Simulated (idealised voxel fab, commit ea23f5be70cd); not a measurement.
The following is a process module called voxel wiring stack.
The width of the displayed cross-section, cut, is 290 nm; its cells are square, with a size of 5 nm.
In this document a cross-section is written as a grid of square cells. It is given as a series of bands, listed from the top down, and a band is one or more rows of cells. Within each band entry, the heights of the top and of the bottom of the band appear first, in that order and in nm; the materials of the band then follow from left to right, each with its corresponding width in nm. The designation "throughout" on a single material indicates that it fills the band from edge to edge; the designation "empty" indicates empty space. It should be noted that heights are counted from 0, beneath which the wafer as supplied is of one material throughout, and that the lowest band possesses no lower boundary but continues downward, as written in "0 down". The width entry "30->40" should be interpreted row by row: the top row of cells in the band takes the first number, the bottom row takes the second number, and the change between adjacent rows is uniform throughout. For the purposes of this document, the phrase "nothing got changed" attached to a step denotes that no cell within the cross-section was modified by that step. What "Closed internal cavities" gives you is every empty space of 8 cells or more that is cut off from the top. Each appears as width x height at distance, with the distance taken from the left edge and width, height and distance all in nm. Whatever follows a step's settings on its line is a remark the simulator itself makes about that step. overlay nm: mask right of planned place by this much (step with mask). Neg. = left.
-- The planned process steps are enumerated hereunder
| 1 | RECEIVE (material Si) |
| 2 | CONFORMAL_DEP (material SiO2; thk nm 10) |
| 3 | DIRECTIONAL_DEP (material TiN; thk nm 5) |
| 4 | DIRECTIONAL_DEP (material W; thk nm 20) |
| 5 | MASKED_ETCH (tone cover; mask id METAL_1; width nm 25; pitch nm 45; etch materials W; depth nm 20; overlay nm 0) |
| 6 | MASKED_ETCH (tone cover; mask id METAL_1; width nm 25; pitch nm 45; etch materials TiN; depth nm 5; overlay nm 0) |
| 7 | FILL_DEP (material lowk; thk nm 5) |
| 8 | CMP (height nm 35) |
| 9 | CONFORMAL_DEP (material SiCN; thk nm 5) |
| 10 | DIRECTIONAL_DEP (material lowk; thk nm 30) |
| 11 | DIRECTIONAL_DEP (material aC; thk nm 10) |
| 12 | PATTERN (tone open; mask id METAL_2_HOLES; material resist; width nm 15; thk nm 30; overlay nm 0) |
| 13 | DIRECTIONAL_ETCH (etch materials aC; depth nm 10) |
| 14 | STRIP (etch materials resist) |
| 15 | DIRECTIONAL_ETCH (etch materials lowk; depth nm 30) |
| 16 | STRIP (etch materials aC) |
| 17 | MASKED_ETCH (tone open; mask id METAL_2; width nm 25; pitch nm 45; etch materials lowk; depth nm 15; overlay nm 0) |
| 18 | MASKED_ETCH (tone open; mask id METAL_2; width nm 25; pitch nm 45; etch materials SiCN; depth nm 5; overlay nm 0) |
| 19 | CONFORMAL_DEP (material TiN; thk nm 5) |
| 20 | FILL_DEP (material Ru; thk nm 10) |
| 21 | CMP (height nm 70) |
| 22 | CONFORMAL_DEP (material SiN; thk nm 5) |
-- Wafer cross-section on receipt, i.e. after step 1
- 0 down | Si throughout
- Closed internal cavities: none
-- Final cross-section, module run with one mistake (start and plan as above)
- 75 to 70 | SiN throughout
- 70 to 60 | lowk=110, TiN=5, Ru=15, TiN=5, lowk=20, TiN=5, Ru=15, TiN=5, lowk=110
- 60 to 55 | lowk=110, TiN=5, Ru=5, TiN=15, lowk=20, TiN=25, lowk=110
- 55 to 40 | lowk=110, TiN=5, Ru=5, TiN=5, lowk=165
- 40 to 35 | SiCN=110, TiN=15, SiCN=165
- 35 to 15 | lowk=110, W=25, lowk=20, W=25, lowk=110
- 15 to 10 | lowk=110, TiN=25, lowk=20, TiN=25, lowk=110
- 10 to 0 | aC throughout
- 0 down | Si throughout
- Closed internal cavities: none
Short version of what went wrong: heads up, step 2 didn't go per plan, it actually ran as CONFORMAL_DEP (material aC; thk nm 10)
